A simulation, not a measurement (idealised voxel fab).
process module | voxel wiring stack
cross-section cut | 300 nm wide | cells 5 nm
A cross-section is a grid of square cells, given in bands from the top down. A band is one or more rows of cells.
Each band's line starts with the height of the band's top and of its bottom, in nm. Then come its materials from left to right, each with its width in nm. One material with "throughout" fills the band from edge to edge. "air" is empty space.
Height 0 is the level under which the wafer as received is all one material. The lowest band goes on downwards, as in "0 down".
A width such as "30 to 40" changes by the same amount from each row of cells to the next, from the band's top row to its bottom row.
"no change" after a step means that no cell of the cross-section changed.
closed voids: empty space of 8 cells or more with no open way to the top, each as width x height at its distance from the left edge, in nm
after a step's settings: what the simulator itself notes on the step
overlay nm, on a step with a mask: how far to the right of its planned place the mask lay; to the left if negative
Each pair below shows a cross-section before one step and the cross-section after it, down to the lowest band that changed. The line under each pair gives the step between them, with its settings. The pairs can come from different runs of this module on the same starting wafer, so a pair continues from the pair above only where its "before" says so.
before
  0 down: Si throughout
  closed voids: none
after
  15 to 0: SiO2 throughout
  below 0: unchanged
  closed voids: none
the step between: op CONFORMAL_DEP | material SiO2 | thk nm 15
before: the cross-section after the pair above
after
  20 to 15: SiN throughout
  below 15: unchanged
  closed voids: none
the step between: op CONFORMAL_DEP | material SiN | thk nm 5
before: the cross-section after the pair above
after
  45 to 20: lowk throughout
  below 20: unchanged
  closed voids: none
the step between: op DIRECTIONAL_DEP | material lowk | thk nm 25
before: the cross-section after the pair above
after
  55 to 45: aC throughout
  below 45: unchanged
  closed voids: none
the step between: op DIRECTIONAL_DEP | material aC | thk nm 10
before: the cross-section after the pair above
after
  85 to 55: resist 80 | air 30 | resist 25 | air 30 | resist 25 | air 30 | resist 80
  below 55: unchanged
  closed voids: none
the step between: op PATTERN | tone open | mask id METAL_1 | material resist | width nm 30 | pitch nm 55 | thk nm 30 | overlay nm 0
before: the cross-section after the pair above
after
  75 to 55: resist 80 | air 30 | resist 25 | air 30 | resist 25 | air 30 | resist 80
  55 to 45: aC 80 | air 30 | aC 25 | air 30 | aC 25 | air 30 | aC 80
  below 45: unchanged
  closed voids: none
the step between: op DIRECTIONAL_ETCH | etch materials aC | depth nm 10
before: the cross-section after the pair above
after
  55 to 45: aC 80 | air 30 | aC 25 | air 30 | aC 25 | air 30 | aC 80
  below 45: unchanged
  closed voids: none
the step between: op STRIP | etch materials resist
before: the cross-section after the pair above
after
  55 to 45: aC 80 | air 30 | aC 25 | air 30 | aC 25 | air 30 | aC 80
  45 to 20: lowk 80 | air 30 | lowk 25 | air 30 | lowk 25 | air 30 | lowk 80
  below 20: unchanged
  closed voids: none
the step between: op DIRECTIONAL_ETCH | etch materials lowk | depth nm 25
before: the cross-section after the pair above
after
  55 to 45: aC 80 | air 30 | aC 25 | air 30 | aC 25 | air 30 | aC 80
  45 to 20: lowk 80 | air 30 | lowk 25 | air 30 | lowk 25 | air 30 | lowk 80
  20 to 15: SiN 80 | air 30 | SiN 25 | air 30 | SiN 25 | air 30 | SiN 80
  below 15: unchanged
  closed voids: none
the step between: op DIRECTIONAL_ETCH | etch materials SiN | depth nm 5
before: the cross-section after the pair above
after
  45 to 20: lowk 80 | air 30 | lowk 25 | air 30 | lowk 25 | air 30 | lowk 80
  below 20: unchanged
  closed voids: none
the step between: op STRIP | etch materials aC
before: the cross-section after the pair above
after
  50 to 45: TiN 85 | air 20 | TiN 35 | air 20 | TiN 35 | air 20 | TiN 85
  45 to 20: lowk 80 | TiN 5 | air 20 | TiN 5 | lowk 25 | TiN 5 | air 20 | TiN 5 | lowk 25 | TiN 5 | air 20 | TiN 5 | lowk 80
  20 to 15: SiN 80 | TiN 30 | SiN 25 | TiN 30 | SiN 25 | TiN 30 | SiN 80
  below 15: unchanged
  closed voids: none
the step between: op CONFORMAL_DEP | material TiN | thk nm 5
before: the cross-section after the pair above
after
  55 to 50: Cu throughout
  50 to 45: TiN 85 | Cu 20 | TiN 35 | Cu 20 | TiN 35 | Cu 20 | TiN 85
  45 to 20: lowk 80 | TiN 5 | Cu 20 | TiN 5 | lowk 25 | TiN 5 | Cu 20 | TiN 5 | lowk 25 | TiN 5 | Cu 20 | TiN 5 | lowk 80
  below 20: unchanged
  closed voids: none
the step between: op FILL_DEP | material Cu | thk nm 5
before: the cross-section after the pair above
after
  45 to 20: lowk 80 | TiN 5 | Cu 20 | TiN 5 | lowk 25 | TiN 5 | Cu 20 | TiN 5 | lowk 25 | TiN 5 | Cu 20 | TiN 5 | lowk 80
  below 20: unchanged
  closed voids: none
the step between: op CMP | height nm 45
before: the cross-section after the pair above
after
  50 to 45: SiCN throughout
  below 45: unchanged
  closed voids: none
the step between: op CONFORMAL_DEP | material SiCN | thk nm 5
before: the cross-section after the pair above
after
  65 to 50: lowk throughout
  below 50: unchanged
  closed voids: none
the step between: op DIRECTIONAL_DEP | material lowk | thk nm 15
before: the cross-section after the pair above
after
  65 to 50: lowk 80 | air 15 | lowk 40 | air 15 | lowk 40 | air 15 | lowk 95
  below 50: unchanged
  closed voids: none
the step between: op MASKED_ETCH | tone open | mask id PLUG_1 | width nm 15 | pitch nm 55 | etch materials lowk | depth nm 15 | overlay nm 0
before: the cross-section after the pair above
after
  65 to 50: lowk 80 | air 15 | lowk 40 | air 15 | lowk 40 | air 15 | lowk 95
  50 to 45: SiCN 80 | air 15 | SiCN 40 | air 15 | SiCN 40 | air 15 | SiCN 95
  below 45: unchanged
  closed voids: none
the step between: op MASKED_ETCH | tone open | mask id PLUG_1 | width nm 15 | pitch nm 55 | etch materials SiCN | depth nm 5 | overlay nm 0
before: the cross-section after the pair above
after
  65 to 55: lowk 80 | air 15 | lowk 40 | air 15 | lowk 40 | air 15 | lowk 95
  55 to 50: lowk 80 | Ru 15 | lowk 40 | Ru 15 | lowk 40 | Ru 15 | lowk 95
  50 to 45: SiCN 80 | Ru 15 | SiCN 40 | Ru 15 | SiCN 40 | Ru 15 | SiCN 95
  below 45: unchanged
  closed voids: none
the step between: op EPI | material Ru | thk nm 10
before: the cross-section after the pair above
after
  65 to 50: lowk 80 | Ru 15 | lowk 40 | Ru 15 | lowk 40 | Ru 15 | lowk 95
  below 50: unchanged
  closed voids: none
the step between: op EPI | material Ru | thk nm 10
before: the cross-section after the pair above
after
  70 to 65: TiN throughout
  below 65: unchanged
  closed voids: none
the step between: op DIRECTIONAL_DEP | material TiN | thk nm 5
before: the cross-section after the pair above
after
  85 to 70: Ru throughout
  below 70: unchanged
  closed voids: none
the step between: op DIRECTIONAL_DEP | material Ru | thk nm 15
before: the cross-section after the pair above
after
  100 to 85: aC throughout
  below 85: unchanged
  closed voids: none
the step between: op DIRECTIONAL_DEP | material aC | thk nm 15
before: the cross-section after the pair above
after
  135 to 100: air 80 | resist 30 | air 25 | resist 30 | air 25 | resist 30 | air 80
  below 100: unchanged
  closed voids: none
the step between: op PATTERN | tone cover | mask id METAL_2 | material resist | width nm 30 | pitch nm 55 | thk nm 35 | overlay nm 0
before: the cross-section after the pair above
after
  120 to 100: air 80 | resist 30 | air 25 | resist 30 | air 25 | resist 30 | air 80
  100 to 85: air 80 | aC 30 | air 25 | aC 30 | air 25 | aC 30 | air 80
  below 85: unchanged
  closed voids: none
the step between: op DIRECTIONAL_ETCH | etch materials aC | depth nm 15
before: the cross-section after the pair above
after
  100 to 85: air 80 | aC 30 | air 25 | aC 30 | air 25 | aC 30 | air 80
  below 85: unchanged
  closed voids: none
the step between: op STRIP | etch materials resist
before: the cross-section after the pair above
after
  100 to 85: air 80 | aC 30 | air 25 | aC 30 | air 25 | aC 30 | air 80
  85 to 70: air 80 | Ru 30 | air 25 | Ru 30 | air 25 | Ru 30 | air 80
  below 70: unchanged
  closed voids: none
the step between: op DIRECTIONAL_ETCH | etch materials Ru | depth nm 15
before: the cross-section after the pair above
after
  100 to 85: air 80 | aC 30 | air 25 | aC 30 | air 25 | aC 30 | air 80
  85 to 70: air 80 | Ru 30 | air 25 | Ru 30 | air 25 | Ru 30 | air 80
  70 to 65: air 80 | TiN 30 | air 25 | TiN 30 | air 25 | TiN 30 | air 80
  below 65: unchanged
  closed voids: none
the step between: op DIRECTIONAL_ETCH | etch materials TiN | depth nm 5
before: the cross-section after the pair above
after
  85 to 70: air 80 | Ru 30 | air 25 | Ru 30 | air 25 | Ru 30 | air 80
  below 70: unchanged
  closed voids: none
the step between: op STRIP | etch materials aC
before: the cross-section after the pair above
after
  90 to 85: air 75 | SiCN 40 | air 15 | SiCN 40 | air 15 | SiCN 40 | air 75
  85 to 70: air 75 | SiCN 5 | Ru 30 | SiCN 5 | air 15 | SiCN 5 | Ru 30 | SiCN 5 | air 15 | SiCN 5 | Ru 30 | SiCN 5 | air 75
  70 to 65: SiCN 80 | TiN 30 | SiCN 25 | TiN 30 | SiCN 25 | TiN 30 | SiCN 80
  below 65: unchanged
  closed voids: none
the step between: op CONFORMAL_DEP | material SiCN | thk nm 5
before: the cross-section after the pair above
after
  95 to 90: SiO2 throughout
  90 to 85: SiO2 75 | SiCN 40 | SiO2 15 | SiCN 40 | SiO2 15 | SiCN 40 | SiO2 75
  85 to 70: SiO2 75 | SiCN 5 | Ru 30 | SiCN 5 | SiO2 15 | SiCN 5 | Ru 30 | SiCN 5 | SiO2 15 | SiCN 5 | Ru 30 | SiCN 5 | SiO2 75
  below 70: unchanged
  closed voids: none
the step between: op FILL_DEP | material SiO2 | thk nm 5
before: the cross-section after the pair above
after
  85 to 70: SiO2 75 | SiCN 5 | Ru 30 | SiCN 5 | SiO2 15 | SiCN 5 | Ru 30 | SiCN 5 | SiO2 15 | SiCN 5 | Ru 30 | SiCN 5 | SiO2 75
  below 70: unchanged
  closed voids: none
the step between: op CMP | height nm 85
before: the cross-section after the pair above
after
  90 to 85: SiCN throughout
  below 85: unchanged
  closed voids: none
the step between: op CONFORMAL_DEP | material SiCN | thk nm 5
before: the cross-section after the pair above
after
  110 to 90: SiO2 throughout
  below 90: unchanged
  closed voids: none
the step between: op DIRECTIONAL_DEP | material SiO2 | thk nm 20
before: the cross-section after the pair above
after
  125 to 110: resist 80 | air 15 | resist 40 | air 15 | resist 40 | air 15 | resist 95
  below 110: unchanged
  closed voids: none
the step between: op PATTERN | tone open | mask id PLUG_2 | material resist | width nm 15 | pitch nm 55 | thk nm 15 | overlay nm 0
before: the cross-section after the pair above
after
  125 to 110: resist 80 | air 15 | resist 40 | air 15 | resist 40 | air 15 | resist 95
  110 to 90: SiO2 80 | air 15 | SiO2 40 | air 15 | SiO2 40 | air 15 | SiO2 95
  below 90: unchanged
  closed voids: none
the step between: op DIRECTIONAL_ETCH | etch materials SiO2 | depth nm 20
before: the cross-section after the pair above
after
  125 to 110: resist 80 | air 15 | resist 40 | air 15 | resist 40 | air 15 | resist 95
  110 to 90: SiO2 80 | air 15 | SiO2 40 | air 15 | SiO2 40 | air 15 | SiO2 95
  90 to 85: SiCN 80 | air 15 | SiCN 40 | air 15 | SiCN 40 | air 15 | SiCN 95
  below 85: unchanged
  closed voids: none
the step between: op DIRECTIONAL_ETCH | etch materials SiCN | depth nm 5
before: the cross-section after the pair above
after
  110 to 90: SiO2 80 | air 15 | SiO2 40 | air 15 | SiO2 40 | air 15 | SiO2 95
  below 90: unchanged
  closed voids: none
the step between: op STRIP | etch materials resist
before: the cross-section after the pair above
after
  115 to 110: TiN 85 | air 5 | TiN 50 | air 5 | TiN 50 | air 5 | TiN 100
  110 to 90: SiO2 80 | TiN 5 | air 5 | TiN 5 | SiO2 40 | TiN 5 | air 5 | TiN 5 | SiO2 40 | TiN 5 | air 5 | TiN 5 | SiO2 95
  90 to 85: SiCN 80 | TiN 15 | SiCN 40 | TiN 15 | SiCN 40 | TiN 15 | SiCN 95
  below 85: unchanged
  closed voids: none
the step between: op CONFORMAL_DEP | material TiN | thk nm 5
before: the cross-section after the pair above
after
  125 to 115: Ru throughout
  115 to 110: TiN 85 | Ru 5 | TiN 50 | Ru 5 | TiN 50 | Ru 5 | TiN 100
  110 to 90: SiO2 80 | TiN 5 | Ru 5 | TiN 5 | SiO2 40 | TiN 5 | Ru 5 | TiN 5 | SiO2 40 | TiN 5 | Ru 5 | TiN 5 | SiO2 95
  below 90: unchanged
  closed voids: none
the step between: op FILL_DEP | material Ru | thk nm 10
before: the cross-section after the pair above
after
  110 to 90: SiO2 80 | TiN 5 | Ru 5 | TiN 5 | SiO2 40 | TiN 5 | Ru 5 | TiN 5 | SiO2 40 | TiN 5 | Ru 5 | TiN 5 | SiO2 95
  below 90: unchanged
  closed voids: none
the step between: op CMP | height nm 110
before: the cross-section after the pair above
after
  115 to 110: SiCN throughout
  below 110: unchanged
  closed voids: none
the step between: op CONFORMAL_DEP | material SiCN | thk nm 5
before: the cross-section after the pair above
after
  135 to 115: lowk throughout
  below 115: unchanged
  closed voids: none
the step between: op DIRECTIONAL_DEP | material lowk | thk nm 20
before: the cross-section after the pair above
after
  150 to 135: resist 80 | air 30 | resist 25 | air 30 | resist 25 | air 30 | resist 80
  below 135: unchanged
  closed voids: none
the step between: op PATTERN | tone open | mask id METAL_3 | material resist | width nm 30 | pitch nm 55 | thk nm 15 | overlay nm 0
before: the cross-section after the pair above
after
  150 to 135: resist 80 | air 30 | resist 25 | air 30 | resist 25 | air 30 | resist 80
  135 to 115: lowk 80 | air 30 | lowk 25 | air 30 | lowk 25 | air 30 | lowk 80
  below 115: unchanged
  closed voids: none
the step between: op DIRECTIONAL_ETCH | etch materials lowk | depth nm 20
before: the cross-section after the pair above
after
  150 to 135: resist 80 | air 30 | resist 25 | air 30 | resist 25 | air 30 | resist 80
  135 to 115: lowk 80 | air 30 | lowk 25 | air 30 | lowk 25 | air 30 | lowk 80
  115 to 110: SiCN 80 | air 30 | SiCN 25 | air 30 | SiCN 25 | air 30 | SiCN 80
  below 110: unchanged
  closed voids: none
the step between: op DIRECTIONAL_ETCH | etch materials SiCN | depth nm 5
before: the cross-section after the pair above
after
  135 to 115: lowk 80 | air 30 | lowk 25 | air 30 | lowk 25 | air 30 | lowk 80
  below 115: unchanged
  closed voids: none
the step between: op STRIP | etch materials resist
before: the cross-section after the pair above
after
  140 to 135: TiN 85 | air 20 | TiN 35 | air 20 | TiN 35 | air 20 | TiN 85
  135 to 115: lowk 80 | TiN 5 | air 20 | TiN 5 | lowk 25 | TiN 5 | air 20 | TiN 5 | lowk 25 | TiN 5 | air 20 | TiN 5 | lowk 80
  115 to 110: SiCN 80 | TiN 30 | SiCN 25 | TiN 30 | SiCN 25 | TiN 30 | SiCN 80
  below 110: unchanged
  closed voids: none
the step between: op CONFORMAL_DEP | material TiN | thk nm 5
before: the cross-section after the pair above
after
  145 to 140: Ru throughout
  140 to 135: TiN 85 | Ru 20 | TiN 35 | Ru 20 | TiN 35 | Ru 20 | TiN 85
  135 to 115: lowk 80 | TiN 5 | Ru 20 | TiN 5 | lowk 25 | TiN 5 | Ru 20 | TiN 5 | lowk 25 | TiN 5 | Ru 20 | TiN 5 | lowk 80
  below 115: unchanged
  closed voids: none
the step between: op FILL_DEP | material Ru | thk nm 5
before: the cross-section after the pair above
after
  135 to 115: lowk 80 | TiN 5 | Ru 20 | TiN 5 | lowk 25 | TiN 5 | Ru 20 | TiN 5 | lowk 25 | TiN 5 | Ru 20 | TiN 5 | lowk 80
  below 115: unchanged
  closed voids: none
the step between: op CMP | height nm 135
before: the cross-section after the pair above
after
  140 to 135: SiCN throughout
  below 135: unchanged
  closed voids: none
the step between: op CONFORMAL_DEP | material SiCN | thk nm 5
before: the cross-section after the pair above
after
  160 to 140: SiO2 throughout
  below 140: unchanged
  closed voids: none
the step between: op DIRECTIONAL_DEP | material SiO2 | thk nm 20
before: the cross-section after the pair above
after
  170 to 160: aC throughout
  below 160: unchanged
  closed voids: none
the step between: op DIRECTIONAL_DEP | material aC | thk nm 10
before: the cross-section after the pair above
after
  195 to 170: resist 80 | air 15 | resist 40 | air 15 | resist 40 | air 15 | resist 95
  below 170: unchanged
  closed voids: none
the step between: op PATTERN | tone open | mask id PLUG_3 | material resist | width nm 15 | pitch nm 55 | thk nm 25 | overlay nm 0
before: the cross-section after the pair above
after
  185 to 170: resist 80 | air 15 | resist 40 | air 15 | resist 40 | air 15 | resist 95
  170 to 160: aC 80 | air 15 | aC 40 | air 15 | aC 40 | air 15 | aC 95
  below 160: unchanged
  closed voids: none
the step between: op DIRECTIONAL_ETCH | etch materials aC | depth nm 10
before: the cross-section after the pair above
after
  170 to 160: aC 80 | air 15 | aC 40 | air 15 | aC 40 | air 15 | aC 95
  below 160: unchanged
  closed voids: none
the step between: op STRIP | etch materials resist
before: the cross-section after the pair above
after
  170 to 160: aC 80 | air 15 | aC 40 | air 15 | aC 40 | air 15 | aC 95
  160 to 140: SiO2 80 | air 15 | SiO2 40 | air 15 | SiO2 40 | air 15 | SiO2 95
  below 140: unchanged
  closed voids: none
the step between: op DIRECTIONAL_ETCH | etch materials SiO2 | depth nm 20
before: the cross-section after the pair above
after
  170 to 160: aC 80 | air 15 | aC 40 | air 15 | aC 40 | air 15 | aC 95
  160 to 140: SiO2 80 | air 15 | SiO2 40 | air 15 | SiO2 40 | air 15 | SiO2 95
  140 to 135: SiCN 80 | air 15 | SiCN 40 | air 15 | SiCN 40 | air 15 | SiCN 95
  below 135: unchanged
  closed voids: none
the step between: op DIRECTIONAL_ETCH | etch materials SiCN | depth nm 5
before: the cross-section after the pair above
after
  160 to 140: SiO2 80 | air 15 | SiO2 40 | air 15 | SiO2 40 | air 15 | SiO2 95
  below 140: unchanged
  closed voids: none
the step between: op STRIP | etch materials aC
before: the cross-section after the pair above
after
  165 to 160: TiN 85 | air 5 | TiN 50 | air 5 | TiN 50 | air 5 | TiN 100
  160 to 140: SiO2 80 | TiN 5 | air 5 | TiN 5 | SiO2 40 | TiN 5 | air 5 | TiN 5 | SiO2 40 | TiN 5 | air 5 | TiN 5 | SiO2 95
  140 to 135: SiCN 80 | TiN 15 | SiCN 40 | TiN 15 | SiCN 40 | TiN 15 | SiCN 95
  below 135: unchanged
  closed voids: none
the step between: op CONFORMAL_DEP | material TiN | thk nm 5
before: the cross-section after the pair above
after
  170 to 165: W throughout
  165 to 160: TiN 85 | W 5 | TiN 50 | W 5 | TiN 50 | W 5 | TiN 100
  160 to 140: SiO2 80 | TiN 5 | W 5 | TiN 5 | SiO2 40 | TiN 5 | W 5 | TiN 5 | SiO2 40 | TiN 5 | W 5 | TiN 5 | SiO2 95
  below 140: unchanged
  closed voids: none
the step between: op FILL_DEP | material W | thk nm 5
before: the cross-section after the pair above
after
  160 to 140: SiO2 80 | TiN 5 | W 5 | TiN 5 | SiO2 40 | TiN 5 | W 5 | TiN 5 | SiO2 40 | TiN 5 | W 5 | TiN 5 | SiO2 95
  below 140: unchanged
  closed voids: none
the step between: op CMP | height nm 160
before: the cross-section after the pair above
after
  165 to 160: SiCN throughout
  below 160: unchanged
  closed voids: none
the step between: op CONFORMAL_DEP | material SiCN | thk nm 5
before: the cross-section after the pair above
after
  180 to 165: SiO2 throughout
  below 165: unchanged
  closed voids: none
the step between: op DIRECTIONAL_DEP | material SiO2 | thk nm 15
before: the cross-section after the pair above
after
  180 to 165: SiO2 80 | air 30 | SiO2 25 | air 30 | SiO2 25 | air 30 | SiO2 80
  below 165: unchanged
  closed voids: none
the step between: op MASKED_ETCH | tone open | mask id METAL_4 | width nm 30 | pitch nm 55 | etch materials SiO2 | depth nm 15 | overlay nm 0
before: the cross-section after the pair above
after
  180 to 165: SiO2 80 | air 30 | SiO2 25 | air 30 | SiO2 25 | air 30 | SiO2 80
  165 to 160: SiCN 80 | air 30 | SiCN 25 | air 30 | SiCN 25 | air 30 | SiCN 80
  below 160: unchanged
  closed voids: none
the step between: op MASKED_ETCH | tone open | mask id METAL_4 | width nm 30 | pitch nm 55 | etch materials SiCN | depth nm 5 | overlay nm 0
before: the cross-section after the pair above
after
  185 to 180: TiN 85 | air 20 | TiN 35 | air 20 | TiN 35 | air 20 | TiN 85
  180 to 165: SiO2 80 | TiN 5 | air 20 | TiN 5 | SiO2 25 | TiN 5 | air 20 | TiN 5 | SiO2 25 | TiN 5 | air 20 | TiN 5 | SiO2 80
  165 to 160: SiCN 80 | TiN 30 | SiCN 25 | TiN 30 | SiCN 25 | TiN 30 | SiCN 80
  below 160: unchanged
  closed voids: none
the step between: op CONFORMAL_DEP | material TiN | thk nm 5
before: the cross-section after the pair above
after
  190 to 185: Ru throughout
  185 to 180: TiN 85 | Ru 20 | TiN 35 | Ru 20 | TiN 35 | Ru 20 | TiN 85
  180 to 165: SiO2 80 | TiN 5 | Ru 20 | TiN 5 | SiO2 25 | TiN 5 | Ru 20 | TiN 5 | SiO2 25 | TiN 5 | Ru 20 | TiN 5 | SiO2 80
  below 165: unchanged
  closed voids: none
the step between: op FILL_DEP | material Ru | thk nm 5
before: the cross-section after the pair above
after
  180 to 165: SiO2 80 | TiN 5 | Ru 20 | TiN 5 | SiO2 25 | TiN 5 | Ru 20 | TiN 5 | SiO2 25 | TiN 5 | Ru 20 | TiN 5 | SiO2 80
  below 165: unchanged
  closed voids: none
the step between: op CMP | height nm 180
before: the cross-section after the pair above
after
  185 to 180: air 75 | Ru 40 | air 15 | Ru 40 | air 15 | Ru 40 | air 75
  below 180: unchanged
  closed voids: none
the step between: op EPI | material Ru | thk nm 5
before: the cross-section after the pair above
after
  190 to 185: SiCN throughout
  185 to 180: SiCN 75 | Ru 40 | SiCN 15 | Ru 40 | SiCN 15 | Ru 40 | SiCN 75
  below 180: unchanged
  closed voids: none
the step between: op FILL_DEP | material SiCN | thk nm 5
before
  65 to 50: lowk 80 | Ru 15 | lowk 40 | Ru 15 | lowk 40 | Ru 15 | lowk 95
  50 to 45: SiCN 80 | Ru 15 | SiCN 40 | Ru 15 | SiCN 40 | Ru 15 | SiCN 95
  45 to 20: lowk 80 | TiN 5 | Cu 20 | TiN 5 | lowk 25 | TiN 5 | Cu 20 | TiN 5 | lowk 25 | TiN 5 | Cu 20 | TiN 5 | lowk 80
  20 to 15: SiN 80 | TiN 30 | SiN 25 | TiN 30 | SiN 25 | TiN 30 | SiN 80
  15 to 0: SiO2 throughout
  0 down: Si throughout
  closed voids: none
after
  80 to 65: Ru throughout
  below 65: unchanged
  closed voids: none
the step between: op DIRECTIONAL_DEP | material Ru | thk nm 15
before: the cross-section after the pair above
after
  95 to 80: aC throughout
  below 80: unchanged
  closed voids: none
the step between: op DIRECTIONAL_DEP | material aC | thk nm 15
before: the cross-section after the pair above
after
  130 to 95: air 80 | resist 30 | air 25 | resist 30 | air 25 | resist 30 | air 80
  below 95: unchanged
  closed voids: none
the step between: op PATTERN | tone cover | mask id METAL_2 | material resist | width nm 30 | pitch nm 55 | thk nm 35 | overlay nm 0
before: the cross-section after the pair above
after
  115 to 95: air 80 | resist 30 | air 25 | resist 30 | air 25 | resist 30 | air 80
  95 to 80: air 80 | aC 30 | air 25 | aC 30 | air 25 | aC 30 | air 80
  below 80: unchanged
  closed voids: none
the step between: op DIRECTIONAL_ETCH | etch materials aC | depth nm 15
before: the cross-section after the pair above
after
  95 to 80: air 80 | aC 30 | air 25 | aC 30 | air 25 | aC 30 | air 80
  below 80: unchanged
  closed voids: none
the step between: op STRIP | etch materials resist
before: the cross-section after the pair above
after
  95 to 80: air 80 | aC 30 | air 25 | aC 30 | air 25 | aC 30 | air 80
  80 to 65: air 80 | Ru 30 | air 25 | Ru 30 | air 25 | Ru 30 | air 80
  below 65: unchanged
  closed voids: none
the step between: op DIRECTIONAL_ETCH | etch materials Ru | depth nm 15
before: the cross-section after the pair above
after
  80 to 65: air 80 | Ru 30 | air 25 | Ru 30 | air 25 | Ru 30 | air 80
  below 65: unchanged
  closed voids: none
the step between: op STRIP | etch materials aC
before: the cross-section after the pair above
after
  85 to 80: air 75 | SiCN 40 | air 15 | SiCN 40 | air 15 | SiCN 40 | air 75
  80 to 70: air 75 | SiCN 5 | Ru 30 | SiCN 5 | air 15 | SiCN 5 | Ru 30 | SiCN 5 | air 15 | SiCN 5 | Ru 30 | SiCN 5 | air 75
  70 to 65: SiCN 80 | Ru 30 | SiCN 25 | Ru 30 | SiCN 25 | Ru 30 | SiCN 80
  below 65: unchanged
  closed voids: none
the step between: op CONFORMAL_DEP | material SiCN | thk nm 5
before: the cross-section after the pair above
after
  90 to 85: SiO2 throughout
  85 to 80: SiO2 75 | SiCN 40 | SiO2 15 | SiCN 40 | SiO2 15 | SiCN 40 | SiO2 75
  80 to 70: SiO2 75 | SiCN 5 | Ru 30 | SiCN 5 | SiO2 15 | SiCN 5 | Ru 30 | SiCN 5 | SiO2 15 | SiCN 5 | Ru 30 | SiCN 5 | SiO2 75
  below 70: unchanged
  closed voids: none
the step between: op FILL_DEP | material SiO2 | thk nm 5
before: the cross-section after the pair above
after
  85 to 80: SiO2 75 | SiCN 40 | SiO2 15 | SiCN 40 | SiO2 15 | SiCN 40 | SiO2 75
  below 80: unchanged
  closed voids: none
the step between: op CMP | height nm 85
before: the cross-section after the pair above
after
  90 to 85: SiCN throughout
  below 85: unchanged
  closed voids: none
the step between: op CONFORMAL_DEP | material SiCN | thk nm 5
before: the cross-section after the pair above
after
  110 to 90: SiO2 throughout
  below 90: unchanged
  closed voids: none
the step between: op DIRECTIONAL_DEP | material SiO2 | thk nm 20
before: the cross-section after the pair above
after
  125 to 110: resist 80 | air 15 | resist 40 | air 15 | resist 40 | air 15 | resist 95
  below 110: unchanged
  closed voids: none
the step between: op PATTERN | tone open | mask id PLUG_2 | material resist | width nm 15 | pitch nm 55 | thk nm 15 | overlay nm 0
before: the cross-section after the pair above
after
  125 to 110: resist 80 | air 15 | resist 40 | air 15 | resist 40 | air 15 | resist 95
  110 to 90: SiO2 80 | air 15 | SiO2 40 | air 15 | SiO2 40 | air 15 | SiO2 95
  below 90: unchanged
  closed voids: none
the step between: op DIRECTIONAL_ETCH | etch materials SiO2 | depth nm 20
before: the cross-section after the pair above
after
  125 to 110: resist 80 | air 15 | resist 40 | air 15 | resist 40 | air 15 | resist 95
  110 to 90: SiO2 80 | air 15 | SiO2 40 | air 15 | SiO2 40 | air 15 | SiO2 95
  90 to 85: SiCN 80 | air 15 | SiCN 40 | air 15 | SiCN 40 | air 15 | SiCN 95
  below 85: unchanged
  closed voids: none
the step between: op DIRECTIONAL_ETCH | etch materials SiCN | depth nm 5
before: the cross-section after the pair above
after
  110 to 90: SiO2 80 | air 15 | SiO2 40 | air 15 | SiO2 40 | air 15 | SiO2 95
  below 90: unchanged
  closed voids: none
the step between: op STRIP | etch materials resist
before: the cross-section after the pair above
after
  115 to 110: TiN 85 | air 5 | TiN 50 | air 5 | TiN 50 | air 5 | TiN 100
  110 to 90: SiO2 80 | TiN 5 | air 5 | TiN 5 | SiO2 40 | TiN 5 | air 5 | TiN 5 | SiO2 40 | TiN 5 | air 5 | TiN 5 | SiO2 95
  90 to 85: SiCN 80 | TiN 15 | SiCN 40 | TiN 15 | SiCN 40 | TiN 15 | SiCN 95
  below 85: unchanged
  closed voids: none
the step between: op CONFORMAL_DEP | material TiN | thk nm 5
before: the cross-section after the pair above
after
  125 to 115: Ru throughout
  115 to 110: TiN 85 | Ru 5 | TiN 50 | Ru 5 | TiN 50 | Ru 5 | TiN 100
  110 to 90: SiO2 80 | TiN 5 | Ru 5 | TiN 5 | SiO2 40 | TiN 5 | Ru 5 | TiN 5 | SiO2 40 | TiN 5 | Ru 5 | TiN 5 | SiO2 95
  below 90: unchanged
  closed voids: none
the step between: op FILL_DEP | material Ru | thk nm 10
before: the cross-section after the pair above
after
  110 to 90: SiO2 80 | TiN 5 | Ru 5 | TiN 5 | SiO2 40 | TiN 5 | Ru 5 | TiN 5 | SiO2 40 | TiN 5 | Ru 5 | TiN 5 | SiO2 95
  below 90: unchanged
  closed voids: none
the step between: op CMP | height nm 110
before: the cross-section after the pair above
after
  115 to 110: SiCN throughout
  below 110: unchanged
  closed voids: none
the step between: op CONFORMAL_DEP | material SiCN | thk nm 5
before: the cross-section after the pair above
after
  135 to 115: lowk throughout
  below 115: unchanged
  closed voids: none
the step between: op DIRECTIONAL_DEP | material lowk | thk nm 20
before: the cross-section after the pair above
after
  150 to 135: resist 80 | air 30 | resist 25 | air 30 | resist 25 | air 30 | resist 80
  below 135: unchanged
  closed voids: none
the step between: op PATTERN | tone open | mask id METAL_3 | material resist | width nm 30 | pitch nm 55 | thk nm 15 | overlay nm 0
before: the cross-section after the pair above
after
  150 to 135: resist 80 | air 30 | resist 25 | air 30 | resist 25 | air 30 | resist 80
  135 to 115: lowk 80 | air 30 | lowk 25 | air 30 | lowk 25 | air 30 | lowk 80
  below 115: unchanged
  closed voids: none
the step between: op DIRECTIONAL_ETCH | etch materials lowk | depth nm 20
before: the cross-section after the pair above
after
  150 to 135: resist 80 | air 30 | resist 25 | air 30 | resist 25 | air 30 | resist 80
  135 to 115: lowk 80 | air 30 | lowk 25 | air 30 | lowk 25 | air 30 | lowk 80
  115 to 110: SiCN 80 | air 30 | SiCN 25 | air 30 | SiCN 25 | air 30 | SiCN 80
  below 110: unchanged
  closed voids: none
the step between: op DIRECTIONAL_ETCH | etch materials SiCN | depth nm 5
before: the cross-section after the pair above
after
  135 to 115: lowk 80 | air 30 | lowk 25 | air 30 | lowk 25 | air 30 | lowk 80
  below 115: unchanged
  closed voids: none
the step between: op STRIP | etch materials resist
before: the cross-section after the pair above
after
  140 to 135: TiN 85 | air 20 | TiN 35 | air 20 | TiN 35 | air 20 | TiN 85
  135 to 115: lowk 80 | TiN 5 | air 20 | TiN 5 | lowk 25 | TiN 5 | air 20 | TiN 5 | lowk 25 | TiN 5 | air 20 | TiN 5 | lowk 80
  115 to 110: SiCN 80 | TiN 30 | SiCN 25 | TiN 30 | SiCN 25 | TiN 30 | SiCN 80
  below 110: unchanged
  closed voids: none
the step between: op CONFORMAL_DEP | material TiN | thk nm 5
before: the cross-section after the pair above
after
  145 to 140: Ru throughout
  140 to 135: TiN 85 | Ru 20 | TiN 35 | Ru 20 | TiN 35 | Ru 20 | TiN 85
  135 to 115: lowk 80 | TiN 5 | Ru 20 | TiN 5 | lowk 25 | TiN 5 | Ru 20 | TiN 5 | lowk 25 | TiN 5 | Ru 20 | TiN 5 | lowk 80
  below 115: unchanged
  closed voids: none
the step between: op FILL_DEP | material Ru | thk nm 5
